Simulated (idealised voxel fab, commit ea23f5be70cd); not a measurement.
Process module under the name voxel lift off
The figure presents cross-section cut, which has a width of 285 nm and is divided into square cells with an edge length of 5 nm.
Cross-section layout: square cells on a grid; listed as bands, top to bottom; a band spans one or more cell rows. Band: top and bottom heights (nm) first, top before bottom; then materials from left to right, widths in nm. "all across" marks a sole material filling the band edge to edge. "air" denotes empty space. A quick word on heights: they are counted from 0, and under that level the wafer as it came to us is one material throughout. The lowest band is different from the rest in having no bottom; it simply continues downward, written as in "0 -> down". Note: "30->40" means the width goes from the first number (top row of the band) to the second number (bottom row) in equal steps per row of cells. Reading "all unchanged" for a step: not a cell of the cross-section changed in it. Empty spaces counting at least 8 cells and having no open way to the top are listed in "Non-vented voids". The notation width x height at distance is used for each, the distance being from the left edge and all three values in nm. That trailing text on a step's line, after the settings, is the simulator's own remark on the step. A step line may carry the setting "overlay nm", which, for steps involving a mask, states the distance by which the mask lay to the right of its intended position; negative values denote displacement to the left.

### So here's the lineup of process steps we planned
1: RECEIVE: material Si
2: CONFORMAL_DEP: material SiO2, thk nm 10
3: PATTERN: tone open, mask id LINES, material resist, width nm 25, pitch nm 40, thk nm 20, overlay nm 0
4: DIRECTIONAL_DEP: material Ru, thk nm 5
5: STRIP: etch materials resist
6: CONFORMAL_DEP: material SiN, thk nm 10

### Cross-section: wafer on arrival = after step 1
* 0 -> down = Si all across
* Non-vented voids: none

### The first of the two wafers as seen in cross-section once the module was finished; processing followed the plan
* 25 -> 20 = air 100 nm | SiN 85 nm | air 100 nm
* 20 -> 15 = SiN all across
* 15 -> 10 = SiN 110 nm | Ru 25 nm | SiN 15 nm | Ru 25 nm | SiN 110 nm
* 10 -> 0 = SiO2 all across
* 0 -> down = Si all across
* Non-vented voids: none

### Presented here is a cross-section of the second of the two wafers as it stood at the end of the module. It was started in the same manner and assigned the same plan as the first wafer; however, one mistake was made in its execution
* 25 -> 20 = air 100 nm | SiO2 85 nm | air 100 nm
* 20 -> 15 = SiO2 all across
* 15 -> 10 = SiO2 110 nm | Ru 25 nm | SiO2 15 nm | Ru 25 nm | SiO2 110 nm
* 10 -> 0 = SiO2 all across
* 0 -> down = Si all across
* Non-vented voids: none
Error vs. plan: off-plan run, step 6, actual operation and settings CONFORMAL_DEP: material SiO2, thk nm 10
Once processing is complete, comparing cell counts shows that the second wafer has more or fewer of certain materials than the first: -121 SiN | +121 SiO2
